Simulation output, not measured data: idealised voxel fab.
The process module presented herein is designated voxel wiring stack.
The cross-section shown here is cut; it is 140 nm wide and divided into square cells measuring 5 nm on a side.
Cross-sections here: square-cell grids, written as top-down lists of bands, a band being one or more rows of cells. This entry defines a band. It first specifies the height of the band's top and the height of its bottom in nm, and then specifies the band's materials from left to right, stating each material with its width in nm. The word "edge to edge" identifies a single material that fills the band from edge to edge, while the word "air" identifies empty space. Heights are expressed relative to 0, this being the level below which the as-received wafer comprises one material exclusively. The lowest band is unbounded in the downward direction and is denoted as in "z 0 and below". Read "30->40" as a graded width: first number on top, second number at the bottom, same change between each pair of neighbouring rows. The designation "remained unchanged", where it is given for a processing step, indicates that no cell of the cross-section was altered in the course of that step. The entry "Catalogued sealed voids" lists the empty spaces that cover at least 8 cells and have no open path to the top. Each is written as width x height at distance, where the distance is measured from the left edge and all three values are in nm. Whatever follows a step's settings on its line is a remark the simulator itself makes about that step. overlay nm, on a step with a mask: how far to the right of its planned place the mask lay; to the left if negative.

Process steps foreseen in the plan
| 1 | RECEIVE,material Si |
| 2 | CONFORMAL_DEP,material SiO2,thk nm 10 |
| 3 | CONFORMAL_DEP,material SiN,thk nm 5 |
| 4 | DIRECTIONAL_DEP,material lowk,thk nm 15 |
| 5 | PATTERN,tone open,mask id METAL_1,material resist,width nm 30,pitch nm 50,thk nm 20,overlay nm 0 |
| 6 | DIRECTIONAL_ETCH,etch materials lowk,depth nm 15 |
| 7 | DIRECTIONAL_ETCH,etch materials SiN,depth nm 5 |
| 8 | STRIP,etch materials resist |
| 9 | CONFORMAL_DEP,material TiN,thk nm 5 |
| 10 | FILL_DEP,material Cu,thk nm 5 |
| 11 | CMP,height nm 30 |
| 12 | CONFORMAL_DEP,material SiCN,thk nm 5 |
| 13 | DIRECTIONAL_DEP,material SiO2,thk nm 30 |
| 14 | MASKED_ETCH,tone open,mask id METAL_2_HOLES,width nm 15,pitch nm 50,etch materials SiO2,depth nm 30,overlay nm 0 |
| 15 | DIRECTIONAL_DEP,material aC,thk nm 15 |
| 16 | PATTERN,tone open,mask id METAL_2,material resist,width nm 30,pitch nm 50,thk nm 30,overlay nm 0 |
| 17 | DIRECTIONAL_ETCH,etch materials aC,depth nm 15 |
| 18 | STRIP,etch materials resist |
| 19 | DIRECTIONAL_ETCH,etch materials SiO2,depth nm 15 |
| 20 | DIRECTIONAL_ETCH,etch materials SiCN,depth nm 5 |
| 21 | STRIP,etch materials aC |
| 22 | CONFORMAL_DEP,material TiN,thk nm 5 |
| 23 | FILL_DEP,material Cu,thk nm 5 |
| 24 | CMP,height nm 65 |
| 25 | CONFORMAL_DEP,material SiCN,thk nm 5 |
| 26 | DIRECTIONAL_DEP,material lowk,thk nm 10 |
| 27 | PATTERN,tone open,mask id PLUG_2,material resist,width nm 15,pitch nm 50,thk nm 15,overlay nm 0 |
| 28 | DIRECTIONAL_ETCH,etch materials lowk,depth nm 10 |
| 29 | DIRECTIONAL_ETCH,etch materials SiCN,depth nm 5 |
| 30 | STRIP,etch materials resist |
| 31 | EPI,material Ru,thk nm 10 |
| 32 | EPI,material Ru,thk nm 5 |
| 33 | CONFORMAL_DEP,material SiCN,thk nm 5 |
| 34 | DIRECTIONAL_DEP,material lowk,thk nm 15 |
| 35 | PATTERN,tone open,mask id METAL_3,material resist,width nm 30,pitch nm 50,thk nm 20,overlay nm 0 |
| 36 | DIRECTIONAL_ETCH,etch materials lowk,depth nm 15 |
| 37 | DIRECTIONAL_ETCH,etch materials SiCN,depth nm 5 |
| 38 | STRIP,etch materials resist |
| 39 | CONFORMAL_DEP,material TiN,thk nm 5 |
| 40 | FILL_DEP,material Ru,thk nm 5 |
| 41 | CMP,height nm 100 |
| 42 | EPI,material Ru,thk nm 5 |
| 43 | FILL_DEP,material SiCN,thk nm 5 |
| 44 | DIRECTIONAL_DEP,material lowk,thk nm 30 |
| 45 | PATTERN,tone open,mask id METAL_4_HOLES,material resist,width nm 15,thk nm 20,overlay nm 0 |
| 46 | DIRECTIONAL_ETCH,etch materials lowk,depth nm 30 |
| 47 | STRIP,etch materials resist |
| 48 | PATTERN,tone open,mask id METAL_4,material resist,width nm 30,pitch nm 50,thk nm 15,overlay nm 0 |
| 49 | DIRECTIONAL_ETCH,etch materials lowk,depth nm 15 |
| 50 | DIRECTIONAL_ETCH,etch materials SiCN,depth nm 5 |
| 51 | STRIP,etch materials resist |
| 52 | CONFORMAL_DEP,material TiN,thk nm 5 |
| 53 | FILL_DEP,material Cu,thk nm 10 |
| 54 | CMP,height nm 140 |
| 55 | CONFORMAL_DEP,material SiN,thk nm 5 |

On the first of the two wafers: run conducted according to plan

Here's what the wafer looked like in cross-section when it arrived - that's after step 1
  z 0 and below: Si edge to edge
  Catalogued sealed voids: none

Cross-section: wafer state after step 2
  z 10 to 0: SiO2 edge to edge
  Lower than 0, everything is as it was.

Cross-section: wafer state after step 3
  z 15 to 10: SiN edge to edge
  Lower than 10, everything is as it was.

Cross-section: wafer state after step 4
  z 30 to 15: lowk edge to edge
  Lower than 15, everything is as it was.

Cross-section: wafer state after step 5
  z 50 to 30: 30 of resist / 30 of air / 20 of resist / 30 of air / 30 of resist
  Lower than 30, everything is as it was.

Cross-section: wafer state after step 6
  z 50 to 30: 30 of resist / 30 of air / 20 of resist / 30 of air / 30 of resist
  z 30 to 15: 30 of lowk / 30 of air / 20 of lowk / 30 of air / 30 of lowk
  Lower than 15, everything is as it was.

Cross-section: wafer state after step 7
  z 50 to 30: 30 of resist / 30 of air / 20 of resist / 30 of air / 30 of resist
  z 30 to 15: 30 of lowk / 30 of air / 20 of lowk / 30 of air / 30 of lowk
  z 15 to 10: 30 of SiN / 30 of air / 20 of SiN / 30 of air / 30 of SiN
  Lower than 10, everything is as it was.

Cross-section: wafer state after step 8
  z 30 to 15: 30 of lowk / 30 of air / 20 of lowk / 30 of air / 30 of lowk
  Lower than 15, everything is as it was.

Cross-section: wafer state after step 9
  z 35 to 30: 35 of TiN / 20 of air / 30 of TiN / 20 of air / 35 of TiN
  z 30 to 15: 30 of lowk / 5 of TiN / 20 of air / 5 of TiN / 20 of lowk / 5 of TiN / 20 of air / 5 of TiN / 30 of lowk
  z 15 to 10: 30 of SiN / 30 of TiN / 20 of SiN / 30 of TiN / 30 of SiN
  Lower than 10, everything is as it was.

Cross-section: wafer state after step 10
  z 40 to 35: Cu edge to edge
  z 35 to 30: 35 of TiN / 20 of Cu / 30 of TiN / 20 of Cu / 35 of TiN
  z 30 to 15: 30 of lowk / 5 of TiN / 20 of Cu / 5 of TiN / 20 of lowk / 5 of TiN / 20 of Cu / 5 of TiN / 30 of lowk
  Lower than 15, everything is as it was.

Cross-section: wafer state after step 11
  z 30 to 15: 30 of lowk / 5 of TiN / 20 of Cu / 5 of TiN / 20 of lowk / 5 of TiN / 20 of Cu / 5 of TiN / 30 of lowk
  Lower than 15, everything is as it was.

Cross-section: wafer state after step 12
  z 35 to 30: SiCN edge to edge
  Lower than 30, everything is as it was.

Cross-section: wafer state after step 13
  z 65 to 35: SiO2 edge to edge
  Lower than 35, everything is as it was.

Cross-section: wafer state after step 14
  z 65 to 35: 30 of SiO2 / 15 of air / 35 of SiO2 / 15 of air / 45 of SiO2
  Lower than 35, everything is as it was.

Cross-section: wafer state after step 15
  z 80 to 65: 30 of aC / 15 of air / 35 of aC / 15 of air / 45 of aC
  z 65 to 50: 30 of SiO2 / 15 of air / 35 of SiO2 / 15 of air / 45 of SiO2
  z 50 to 35: 30 of SiO2 / 15 of aC / 35 of SiO2 / 15 of aC / 45 of SiO2
  Lower than 35, everything is as it was.

Cross-section: wafer state after step 16
  z 110 to 80: 30 of resist / 30 of air / 20 of resist / 30 of air / 30 of resist
  Lower than 80, everything is as it was.

Cross-section: wafer state after step 17
  z 95 to 80: 30 of resist / 30 of air / 20 of resist / 30 of air / 30 of resist
  z 80 to 65: 30 of aC / 30 of air / 20 of aC / 30 of air / 30 of aC
  z 65 to 35: 30 of SiO2 / 15 of air / 35 of SiO2 / 15 of air / 45 of SiO2
  Lower than 35, everything is as it was.

Cross-section: wafer state after step 18
  z 80 to 65: 30 of aC / 30 of air / 20 of aC / 30 of air / 30 of aC
  Lower than 65, everything is as it was.

Cross-section: wafer state after step 19
  z 80 to 65: 30 of aC / 30 of air / 20 of aC / 30 of air / 30 of aC
  z 65 to 50: 30 of SiO2 / 30 of air / 20 of SiO2 / 30 of air / 30 of SiO2
  Lower than 50, everything is as it was.

Cross-section: wafer state after step 20
  z 80 to 65: 30 of aC / 30 of air / 20 of aC / 30 of air / 30 of aC
  z 65 to 50: 30 of SiO2 / 30 of air / 20 of SiO2 / 30 of air / 30 of SiO2
  z 50 to 35: 30 of SiO2 / 15 of air / 35 of SiO2 / 15 of air / 45 of SiO2
  z 35 to 30: 30 of SiCN / 15 of air / 35 of SiCN / 15 of air / 45 of SiCN
  Lower than 30, everything is as it was.

Cross-section: wafer state after step 21
  z 65 to 50: 30 of SiO2 / 30 of air / 20 of SiO2 / 30 of air / 30 of SiO2
  Lower than 50, everything is as it was.

Cross-section: wafer state after step 22
  z 70 to 65: 35 of TiN / 20 of air / 30 of TiN / 20 of air / 35 of TiN
  z 65 to 55: 30 of SiO2 / 5 of TiN / 20 of air / 5 of TiN / 20 of SiO2 / 5 of TiN / 20 of air / 5 of TiN / 30 of SiO2
  z 55 to 50: 30 of SiO2 / 5 of TiN / 5 of air / 20 of TiN / 20 of SiO2 / 5 of TiN / 5 of air / 20 of TiN / 30 of SiO2
  z 50 to 35: 30 of SiO2 / 5 of TiN / 5 of air / 5 of TiN / 35 of SiO2 / 5 of TiN / 5 of air / 5 of TiN / 45 of SiO2
  z 35 to 30: 30 of SiCN / 15 of TiN / 35 of SiCN / 15 of TiN / 45 of SiCN
  Lower than 30, everything is as it was.

Cross-section: wafer state after step 23
  z 75 to 70: Cu edge to edge
  z 70 to 65: 35 of TiN / 20 of Cu / 30 of TiN / 20 of Cu / 35 of TiN
  z 65 to 55: 30 of SiO2 / 5 of TiN / 20 of Cu / 5 of TiN / 20 of SiO2 / 5 of TiN / 20 of Cu / 5 of TiN / 30 of SiO2
  z 55 to 50: 30 of SiO2 / 5 of TiN / 5 of Cu / 20 of TiN / 20 of SiO2 / 5 of TiN / 5 of Cu / 20 of TiN / 30 of SiO2
  z 50 to 35: 30 of SiO2 / 5 of TiN / 5 of Cu / 5 of TiN / 35 of SiO2 / 5 of TiN / 5 of Cu / 5 of TiN / 45 of SiO2
  Lower than 35, everything is as it was.

Cross-section: wafer state after step 24
  z 65 to 55: 30 of SiO2 / 5 of TiN / 20 of Cu / 5 of TiN / 20 of SiO2 / 5 of TiN / 20 of Cu / 5 of TiN / 30 of SiO2
  Lower than 55, everything is as it was.

Cross-section: wafer state after step 25
  z 70 to 65: SiCN edge to edge
  Lower than 65, everything is as it was.

Cross-section: wafer state after step 26
  z 80 to 70: lowk edge to edge
  Lower than 70, everything is as it was.

Cross-section: wafer state after step 27
  z 95 to 80: 30 of resist / 15 of air / 35 of resist / 15 of air / 45 of resist
  Lower than 80, everything is as it was.

Cross-section: wafer state after step 28
  z 95 to 80: 30 of resist / 15 of air / 35 of resist / 15 of air / 45 of resist
  z 80 to 70: 30 of lowk / 15 of air / 35 of lowk / 15 of air / 45 of lowk
  Lower than 70, everything is as it was.

Cross-section: wafer state after step 29
  z 95 to 80: 30 of resist / 15 of air / 35 of resist / 15 of air / 45 of resist
  z 80 to 70: 30 of lowk / 15 of air / 35 of lowk / 15 of air / 45 of lowk
  z 70 to 65: 30 of SiCN / 15 of air / 35 of SiCN / 15 of air / 45 of SiCN
  Lower than 65, everything is as it was.

Cross-section: wafer state after step 30
  z 80 to 70: 30 of lowk / 15 of air / 35 of lowk / 15 of air / 45 of lowk
  Lower than 70, everything is as it was.

Cross-section: wafer state after step 31
  z 80 to 75: 30 of lowk / 15 of air / 35 of lowk / 15 of air / 45 of lowk
  z 75 to 70: 30 of lowk / 15 of Ru / 35 of lowk / 15 of Ru / 45 of lowk
  z 70 to 65: 30 of SiCN / 15 of Ru / 35 of SiCN / 15 of Ru / 45 of SiCN
  Lower than 65, everything is as it was.

Cross-section: wafer state after step 32
  z 80 to 70: 30 of lowk / 15 of Ru / 35 of lowk / 15 of Ru / 45 of lowk
  Lower than 70, everything is as it was.

Cross-section: wafer state after step 33
  z 85 to 80: SiCN edge to edge
  Lower than 80, everything is as it was.

Cross-section: wafer state after step 34
  z 100 to 85: lowk edge to edge
  Lower than 85, everything is as it was.

Cross-section: wafer state after step 35
  z 120 to 100: 30 of resist / 30 of air / 20 of resist / 30 of air / 30 of resist
  Lower than 100, everything is as it was.

Cross-section: wafer state after step 36
  z 120 to 100: 30 of resist / 30 of air / 20 of resist / 30 of air / 30 of resist
  z 100 to 85: 30 of lowk / 30 of air / 20 of lowk / 30 of air / 30 of lowk
  Lower than 85, everything is as it was.

Cross-section: wafer state after step 37
  z 120 to 100: 30 of resist / 30 of air / 20 of resist / 30 of air / 30 of resist
  z 100 to 85: 30 of lowk / 30 of air / 20 of lowk / 30 of air / 30 of lowk
  z 85 to 80: 30 of SiCN / 30 of air / 20 of SiCN / 30 of air / 30 of SiCN
  Lower than 80, everything is as it was.

Cross-section: wafer state after step 38
  z 100 to 85: 30 of lowk / 30 of air / 20 of lowk / 30 of air / 30 of lowk
  Lower than 85, everything is as it was.

Cross-section: wafer state after step 39
  z 105 to 100: 35 of TiN / 20 of air / 30 of TiN / 20 of air / 35 of TiN
  z 100 to 85: 30 of lowk / 5 of TiN / 20 of air / 5 of TiN / 20 of lowk / 5 of TiN / 20 of air / 5 of TiN / 30 of lowk
  z 85 to 80: 30 of SiCN / 30 of TiN / 20 of SiCN / 30 of TiN / 30 of SiCN
  Lower than 80, everything is as it was.

Cross-section: wafer state after step 40
  z 110 to 105: Ru edge to edge
  z 105 to 100: 35 of TiN / 20 of Ru / 30 of TiN / 20 of Ru / 35 of TiN
  z 100 to 85: 30 of lowk / 5 of TiN / 20 of Ru / 5 of TiN / 20 of lowk / 5 of TiN / 20 of Ru / 5 of TiN / 30 of lowk
  Lower than 85, everything is as it was.

Cross-section: wafer state after step 41
  z 100 to 85: 30 of lowk / 5 of TiN / 20 of Ru / 5 of TiN / 20 of lowk / 5 of TiN / 20 of Ru / 5 of TiN / 30 of lowk
  Lower than 85, everything is as it was.

Cross-section: wafer state after step 42
  z 105 to 100: 25 of air / 40 of Ru / 10 of air / 40 of Ru / 25 of air
  Lower than 100, everything is as it was.

Cross-section: wafer state after step 43
  z 110 to 105: SiCN edge to edge
  z 105 to 100: 25 of SiCN / 40 of Ru / 10 of SiCN / 40 of Ru / 25 of SiCN
  Lower than 100, everything is as it was.

Cross-section: wafer state after step 44
  z 140 to 110: lowk edge to edge
  Lower than 110, everything is as it was.

Cross-section: wafer state after step 45
  z 160 to 140: 30 of resist / 15 of air / 95 of resist
  Lower than 140, everything is as it was.

Cross-section: wafer state after step 46
  z 160 to 140: 30 of resist / 15 of air / 95 of resist
  z 140 to 110: 30 of lowk / 15 of air / 95 of lowk
  Lower than 110, everything is as it was.

Cross-section: wafer state after step 47
  z 140 to 110: 30 of lowk / 15 of air / 95 of lowk
  Lower than 110, everything is as it was.

Cross-section: wafer state after step 48
  z 155 to 140: 30 of resist / 30 of air / 20 of resist / 30 of air / 30 of resist
  Lower than 140, everything is as it was.

Cross-section: wafer state after step 49
  z 155 to 140: 30 of resist / 30 of air / 20 of resist / 30 of air / 30 of resist
  z 140 to 125: 30 of lowk / 30 of air / 20 of lowk / 30 of air / 30 of lowk
  Lower than 125, everything is as it was.

Cross-section: wafer state after step 50
  z 155 to 140: 30 of resist / 30 of air / 20 of resist / 30 of air / 30 of resist
  z 140 to 125: 30 of lowk / 30 of air / 20 of lowk / 30 of air / 30 of lowk
  z 125 to 110: 30 of lowk / 15 of air / 95 of lowk
  z 110 to 105: 30 of SiCN / 15 of air / 95 of SiCN
  Lower than 105, everything is as it was.

Cross-section: wafer state after step 51
  z 140 to 125: 30 of lowk / 30 of air / 20 of lowk / 30 of air / 30 of lowk
  Lower than 125, everything is as it was.

Cross-section: wafer state after step 52
  z 145 to 140: 35 of TiN / 20 of air / 30 of TiN / 20 of air / 35 of TiN
  z 140 to 130: 30 of lowk / 5 of TiN / 20 of air / 5 of TiN / 20 of lowk / 5 of TiN / 20 of air / 5 of TiN / 30 of lowk
  z 130 to 125: 30 of lowk / 5 of TiN / 5 of air / 20 of TiN / 20 of lowk / 30 of TiN / 30 of lowk
  z 125 to 110: 30 of lowk / 5 of TiN / 5 of air / 5 of TiN / 95 of lowk
  z 110 to 105: 30 of SiCN / 15 of TiN / 95 of SiCN
  Lower than 105, everything is as it was.

Cross-section: wafer state after step 53
  z 155 to 145: Cu edge to edge
  z 145 to 140: 35 of TiN / 20 of Cu / 30 of TiN / 20 of Cu / 35 of TiN
  z 140 to 130: 30 of lowk / 5 of TiN / 20 of Cu / 5 of TiN / 20 of lowk / 5 of TiN / 20 of Cu / 5 of TiN / 30 of lowk
  z 130 to 125: 30 of lowk / 5 of TiN / 5 of Cu / 20 of TiN / 20 of lowk / 30 of TiN / 30 of lowk
  z 125 to 110: 30 of lowk / 5 of TiN / 5 of Cu / 5 of TiN / 95 of lowk
  Lower than 110, everything is as it was.

Cross-section: wafer state after step 54
  z 140 to 130: 30 of lowk / 5 of TiN / 20 of Cu / 5 of TiN / 20 of lowk / 5 of TiN / 20 of Cu / 5 of TiN / 30 of lowk
  Lower than 130, everything is as it was.

Cross-section: wafer state after step 55
  z 145 to 140: SiN edge to edge
  Lower than 140, everything is as it was.

Second wafer: same start and same plan as the first, one execution error; identical to the first through step 18

When step 19 should have ended
  z 80 to 65: 30 of aC / 30 of air / 20 of aC / 30 of air / 30 of aC
  z 65 to 35: 30 of SiO2 / 30 of air / 20 of SiO2 / 30 of air / 30 of SiO2
  Lower than 35, everything is as it was.

When step 20 should have ended
  z 80 to 65: 30 of aC / 30 of air / 20 of aC / 30 of air / 30 of aC
  z 65 to 35: 30 of SiO2 / 30 of air / 20 of SiO2 / 30 of air / 30 of SiO2
  z 35 to 30: 30 of SiCN / 30 of air / 20 of SiCN / 30 of air / 30 of SiCN
  Lower than 30, everything is as it was.

When step 21 should have ended
  z 65 to 35: 30 of SiO2 / 30 of air / 20 of SiO2 / 30 of air / 30 of SiO2
  Lower than 35, everything is as it was.

When step 22 should have ended
  z 70 to 65: 35 of TiN / 20 of air / 30 of TiN / 20 of air / 35 of TiN
  z 65 to 35: 30 of SiO2 / 5 of TiN / 20 of air / 5 of TiN / 20 of SiO2 / 5 of TiN / 20 of air / 5 of TiN / 30 of SiO2
  z 35 to 30: 30 of SiCN / 30 of TiN / 20 of SiCN / 30 of TiN / 30 of SiCN
  Lower than 30, everything is as it was.

When step 23 should have ended
  z 75 to 70: Cu edge to edge
  z 70 to 65: 35 of TiN / 20 of Cu / 30 of TiN / 20 of Cu / 35 of TiN
  z 65 to 35: 30 of SiO2 / 5 of TiN / 20 of Cu / 5 of TiN / 20 of SiO2 / 5 of TiN / 20 of Cu / 5 of TiN / 30 of SiO2
  Lower than 35, everything is as it was.

When step 24 should have ended
  z 65 to 35: 30 of SiO2 / 5 of TiN / 20 of Cu / 5 of TiN / 20 of SiO2 / 5 of TiN / 20 of Cu / 5 of TiN / 30 of SiO2
  Lower than 35, everything is as it was.

When step 25 should have ended
  z 70 to 65: SiCN edge to edge
  Lower than 65, everything is as it was.

When step 26 should have ended
  z 80 to 70: lowk edge to edge
  Lower than 70, everything is as it was.

When step 27 should have ended
  z 95 to 80: 30 of resist / 15 of air / 35 of resist / 15 of air / 45 of resist
  Lower than 80, everything is as it was.

When step 28 should have ended
  z 95 to 80: 30 of resist / 15 of air / 35 of resist / 15 of air / 45 of resist
  z 80 to 70: 30 of lowk / 15 of air / 35 of lowk / 15 of air / 45 of lowk
  Lower than 70, everything is as it was.

When step 29 should have ended
  z 95 to 80: 30 of resist / 15 of air / 35 of resist / 15 of air / 45 of resist
  z 80 to 70: 30 of lowk / 15 of air / 35 of lowk / 15 of air / 45 of lowk
  z 70 to 65: 30 of SiCN / 15 of air / 35 of SiCN / 15 of air / 45 of SiCN
  Lower than 65, everything is as it was.

When step 30 should have ended
  z 80 to 70: 30 of lowk / 15 of air / 35 of lowk / 15 of air / 45 of lowk
  Lower than 70, everything is as it was.

When step 31 should have ended
  z 80 to 75: 30 of lowk / 15 of air / 35 of lowk / 15 of air / 45 of lowk
  z 75 to 70: 30 of lowk / 15 of Ru / 35 of lowk / 15 of Ru / 45 of lowk
  z 70 to 65: 30 of SiCN / 15 of Ru / 35 of SiCN / 15 of Ru / 45 of SiCN
  Lower than 65, everything is as it was.

When step 32 should have ended
  z 80 to 70: 30 of lowk / 15 of Ru / 35 of lowk / 15 of Ru / 45 of lowk
  Lower than 70, everything is as it was.

When step 33 should have ended
  z 85 to 80: SiCN edge to edge
  Lower than 80, everything is as it was.

When step 34 should have ended
  z 100 to 85: lowk edge to edge
  Lower than 85, everything is as it was.

When step 35 should have ended
  z 120 to 100: 30 of resist / 30 of air / 20 of resist / 30 of air / 30 of resist
  Lower than 100, everything is as it was.

When step 36 should have ended
  z 120 to 100: 30 of resist / 30 of air / 20 of resist / 30 of air / 30 of resist
  z 100 to 85: 30 of lowk / 30 of air / 20 of lowk / 30 of air / 30 of lowk
  Lower than 85, everything is as it was.

When step 37 should have ended
  z 120 to 100: 30 of resist / 30 of air / 20 of resist / 30 of air / 30 of resist
  z 100 to 85: 30 of lowk / 30 of air / 20 of lowk / 30 of air / 30 of lowk
  z 85 to 80: 30 of SiCN / 30 of air / 20 of SiCN / 30 of air / 30 of SiCN
  Lower than 80, everything is as it was.

When step 38 should have ended
  z 100 to 85: 30 of lowk / 30 of air / 20 of lowk / 30 of air / 30 of lowk
  Lower than 85, everything is as it was.

When step 39 should have ended
  z 105 to 100: 35 of TiN / 20 of air / 30 of TiN / 20 of air / 35 of TiN
  z 100 to 85: 30 of lowk / 5 of TiN / 20 of air / 5 of TiN / 20 of lowk / 5 of TiN / 20 of air / 5 of TiN / 30 of lowk
  z 85 to 80: 30 of SiCN / 30 of TiN / 20 of SiCN / 30 of TiN / 30 of SiCN
  Lower than 80, everything is as it was.

When step 40 should have ended
  z 110 to 105: Ru edge to edge
  z 105 to 100: 35 of TiN / 20 of Ru / 30 of TiN / 20 of Ru / 35 of TiN
  z 100 to 85: 30 of lowk / 5 of TiN / 20 of Ru / 5 of TiN / 20 of lowk / 5 of TiN / 20 of Ru / 5 of TiN / 30 of lowk
  Lower than 85, everything is as it was.

When step 41 should have ended
  z 100 to 85: 30 of lowk / 5 of TiN / 20 of Ru / 5 of TiN / 20 of lowk / 5 of TiN / 20 of Ru / 5 of TiN / 30 of lowk
  Lower than 85, everything is as it was.

When step 42 should have ended
  z 105 to 100: 25 of air / 40 of Ru / 10 of air / 40 of Ru / 25 of air
  Lower than 100, everything is as it was.

When step 43 should have ended
  z 110 to 105: SiCN edge to edge
  z 105 to 100: 25 of SiCN / 40 of Ru / 10 of SiCN / 40 of Ru / 25 of SiCN
  Lower than 100, everything is as it was.

When step 44 should have ended
  z 140 to 110: lowk edge to edge
  Lower than 110, everything is as it was.

When step 45 should have ended
  z 160 to 140: 30 of resist / 15 of air / 95 of resist
  Lower than 140, everything is as it was.

When step 46 should have ended
  z 160 to 140: 30 of resist / 15 of air / 95 of resist
  z 140 to 110: 30 of lowk / 15 of air / 95 of lowk
  Lower than 110, everything is as it was.

When step 47 should have ended
  z 140 to 110: 30 of lowk / 15 of air / 95 of lowk
  Lower than 110, everything is as it was.

When step 48 should have ended
  z 155 to 140: 30 of resist / 30 of air / 20 of resist / 30 of air / 30 of resist
  Lower than 140, everything is as it was.

When step 49 should have ended
  z 155 to 140: 30 of resist / 30 of air / 20 of resist / 30 of air / 30 of resist
  z 140 to 125: 30 of lowk / 30 of air / 20 of lowk / 30 of air / 30 of lowk
  Lower than 125, everything is as it was.

When step 50 should have ended
  z 155 to 140: 30 of resist / 30 of air / 20 of resist / 30 of air / 30 of resist
  z 140 to 125: 30 of lowk / 30 of air / 20 of lowk / 30 of air / 30 of lowk
  z 125 to 110: 30 of lowk / 15 of air / 95 of lowk
  z 110 to 105: 30 of SiCN / 15 of air / 95 of SiCN
  Lower than 105, everything is as it was.

When step 51 should have ended
  z 140 to 125: 30 of lowk / 30 of air / 20 of lowk / 30 of air / 30 of lowk
  Lower than 125, everything is as it was.

When step 52 should have ended
  z 145 to 140: 35 of TiN / 20 of air / 30 of TiN / 20 of air / 35 of TiN
  z 140 to 130: 30 of lowk / 5 of TiN / 20 of air / 5 of TiN / 20 of lowk / 5 of TiN / 20 of air / 5 of TiN / 30 of lowk
  z 130 to 125: 30 of lowk / 5 of TiN / 5 of air / 20 of TiN / 20 of lowk / 30 of TiN / 30 of lowk
  z 125 to 110: 30 of lowk / 5 of TiN / 5 of air / 5 of TiN / 95 of lowk
  z 110 to 105: 30 of SiCN / 15 of TiN / 95 of SiCN
  Lower than 105, everything is as it was.

When step 53 should have ended
  z 155 to 145: Cu edge to edge
  z 145 to 140: 35 of TiN / 20 of Cu / 30 of TiN / 20 of Cu / 35 of TiN
  z 140 to 130: 30 of lowk / 5 of TiN / 20 of Cu / 5 of TiN / 20 of lowk / 5 of TiN / 20 of Cu / 5 of TiN / 30 of lowk
  z 130 to 125: 30 of lowk / 5 of TiN / 5 of Cu / 20 of TiN / 20 of lowk / 30 of TiN / 30 of lowk
  z 125 to 110: 30 of lowk / 5 of TiN / 5 of Cu / 5 of TiN / 95 of lowk
  Lower than 110, everything is as it was.

When step 54 should have ended
  z 140 to 130: 30 of lowk / 5 of TiN / 20 of Cu / 5 of TiN / 20 of lowk / 5 of TiN / 20 of Cu / 5 of TiN / 30 of lowk
  Lower than 130, everything is as it was.

When step 55 should have ended
  z 145 to 140: SiN edge to edge
  Lower than 140, everything is as it was.
It is concluded that the wafer was processed incorrectly with respect to the plan, in that plan step 19 ran twice
Per the end-of-run cell counts, the second wafer holds more or fewer of some materials than the first: Cu: 24 more | SiCN: 6 fewer | SiO2: 18 fewer
